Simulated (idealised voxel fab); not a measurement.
Name of the process module below: voxel trench capacitor
For reference, the cross-section in this document is cut, with width 240 nm and square cells of 5 nm.
Heads up, the way a cross-section reads in here is a grid of square cells, handed over as bands from the top down, with every band being one or more rows of cells. A band entry consists of two parts. The first gives the height of the band's top and the height of its bottom, in nm. The rest lists the band's materials from left to right, each with its width in nm. A single material labelled with the word "edge to edge" fills the band from edge to edge, and the word "blank" marks empty space. Basically, 0 is our baseline, since under it the wafer straight out of the box is all one material. The bottom band has no lower end and keeps on going down, so it looks like "0..down". Quick explanation for "30..40": the width changes in equal steps down the rows of cells, from the first number in the band's top row to the second number in its bottom row. It should be understood that the words "everything unchanged", when stated for a given step, signify that the cross-section underwent no change in any of its cells during that step. Under "Closed void register" you'll find the enclosed gaps, the ones with no way out to the top, that are 8 cells or bigger; each reads width x height at distance, with distance counted from the left edge, everything in nm. On a step's line, text after the settings is the simulator commenting on that step. The line of a step may include "overlay nm". On a step with a mask, this value is how far to the right of its planned place the mask lay. A negative value means the mask lay to the left.
Intended process steps:
1) RECEIVE: material Si
2) CONFORMAL_DEP: material SiN, thk nm 10
3) MASKED_ETCH: tone open, mask id TRENCH, width nm 25, pitch nm 40, etch materials SiN, depth nm 10, overlay nm 0
4) MASKED_ETCH: tone open, mask id TRENCH, width nm 25, pitch nm 40, etch materials Si, depth nm 40, overlay nm 0
5) CONFORMAL_DEP: material Al2O3, thk nm 5
6) FILL_DEP: material polySi, thk nm 10
7) CMP: height nm 10
The first of two wafers, run as planned:
Shown in cross-section is the wafer as received, that is, as it stands after step 1:
0..down | Si edge to edge
Closed void register: none
Wafer section view after processing step 2:
10..0 | SiN edge to edge
Below a height of 0, the structure has not been altered.
Wafer section view after processing step 3:
10..0 | SiN 45 nm | blank 25 nm | SiN 15 nm | blank 25 nm | SiN 15 nm | blank 25 nm | SiN 15 nm | blank 25 nm | SiN 50 nm
Below a height of 0, the structure has not been altered.
Wafer section view after processing step 4:
10..0 | SiN 45 nm | blank 25 nm | SiN 15 nm | blank 25 nm | SiN 15 nm | blank 25 nm | SiN 15 nm | blank 25 nm | SiN 50 nm
0..-40 | Si 45 nm | blank 25 nm | Si 15 nm | blank 25 nm | Si 15 nm | blank 25 nm | Si 15 nm | blank 25 nm | Si 50 nm
Below a height of -40, the structure has not been altered.
Wafer section view after processing step 5:
15..10 | Al2O3 50 nm | blank 15 nm | Al2O3 25 nm | blank 15 nm | Al2O3 25 nm | blank 15 nm | Al2O3 25 nm | blank 15 nm | Al2O3 55 nm
10..0 | SiN 45 nm | Al2O3 5 nm | blank 15 nm | Al2O3 5 nm | SiN 15 nm | Al2O3 5 nm | blank 15 nm | Al2O3 5 nm | SiN 15 nm | Al2O3 5 nm | blank 15 nm | Al2O3 5 nm | SiN 15 nm | Al2O3 5 nm | blank 15 nm | Al2O3 5 nm | SiN 50 nm
0..-35 | Si 45 nm | Al2O3 5 nm | blank 15 nm | Al2O3 5 nm | Si 15 nm | Al2O3 5 nm | blank 15 nm | Al2O3 5 nm | Si 15 nm | Al2O3 5 nm | blank 15 nm | Al2O3 5 nm | Si 15 nm | Al2O3 5 nm | blank 15 nm | Al2O3 5 nm | Si 50 nm
-35..-40 | Si 45 nm | Al2O3 25 nm | Si 15 nm | Al2O3 25 nm | Si 15 nm | Al2O3 25 nm | Si 15 nm | Al2O3 25 nm | Si 50 nm
Below a height of -40, the structure has not been altered.
Wafer section view after processing step 6:
25..15 | polySi edge to edge
15..10 | Al2O3 50 nm | polySi 15 nm | Al2O3 25 nm | polySi 15 nm | Al2O3 25 nm | polySi 15 nm | Al2O3 25 nm | polySi 15 nm | Al2O3 55 nm
10..0 | SiN 45 nm | Al2O3 5 nm | polySi 15 nm | Al2O3 5 nm | SiN 15 nm | Al2O3 5 nm | polySi 15 nm | Al2O3 5 nm | SiN 15 nm | Al2O3 5 nm | polySi 15 nm | Al2O3 5 nm | SiN 15 nm | Al2O3 5 nm | polySi 15 nm | Al2O3 5 nm | SiN 50 nm
0..-35 | Si 45 nm | Al2O3 5 nm | polySi 15 nm | Al2O3 5 nm | Si 15 nm | Al2O3 5 nm | polySi 15 nm | Al2O3 5 nm | Si 15 nm | Al2O3 5 nm | polySi 15 nm | Al2O3 5 nm | Si 15 nm | Al2O3 5 nm | polySi 15 nm | Al2O3 5 nm | Si 50 nm
Below a height of -35, the structure has not been altered.
Wafer section view after processing step 7:
10..0 | SiN 45 nm | Al2O3 5 nm | polySi 15 nm | Al2O3 5 nm | SiN 15 nm | Al2O3 5 nm | polySi 15 nm | Al2O3 5 nm | SiN 15 nm | Al2O3 5 nm | polySi 15 nm | Al2O3 5 nm | SiN 15 nm | Al2O3 5 nm | polySi 15 nm | Al2O3 5 nm | SiN 50 nm
Below a height of 0, the structure has not been altered.
Here the second wafer is described. Its start and its plan were those of the first wafer. Its run contained one mistake. Up to and including step 5, it did exactly what the first wafer did:
Look at the second wafer in cross-section at the time step 6 ought to have finished:
35..15 | polySi edge to edge
15..10 | Al2O3 50 nm | polySi 15 nm | Al2O3 25 nm | polySi 15 nm | Al2O3 25 nm | polySi 15 nm | Al2O3 25 nm | polySi 15 nm | Al2O3 55 nm
10..0 | SiN 45 nm | Al2O3 5 nm | polySi 15 nm | Al2O3 5 nm | SiN 15 nm | Al2O3 5 nm | polySi 15 nm | Al2O3 5 nm | SiN 15 nm | Al2O3 5 nm | polySi 15 nm | Al2O3 5 nm | SiN 15 nm | Al2O3 5 nm | polySi 15 nm | Al2O3 5 nm | SiN 50 nm
0..-35 | Si 45 nm | Al2O3 5 nm | polySi 15 nm | Al2O3 5 nm | Si 15 nm | Al2O3 5 nm | polySi 15 nm | Al2O3 5 nm | Si 15 nm | Al2O3 5 nm | polySi 15 nm | Al2O3 5 nm | Si 15 nm | Al2O3 5 nm | polySi 15 nm | Al2O3 5 nm | Si 50 nm
Below a height of -35, the structure has not been altered.
Look at the second wafer in cross-section at the time step 7 ought to have finished:
10..0 | SiN 45 nm | Al2O3 5 nm | polySi 15 nm | Al2O3 5 nm | SiN 15 nm | Al2O3 5 nm | polySi 15 nm | Al2O3 5 nm | SiN 15 nm | Al2O3 5 nm | polySi 15 nm | Al2O3 5 nm | SiN 15 nm | Al2O3 5 nm | polySi 15 nm | Al2O3 5 nm | SiN 50 nm
Below a height of 0, the structure has not been altered.
Nonconformance to the process plan: step 6 of the plan was carried out twice
The two wafers wind up with the same cross-section at the end, so whatever this model computes is the same despite the mistake.
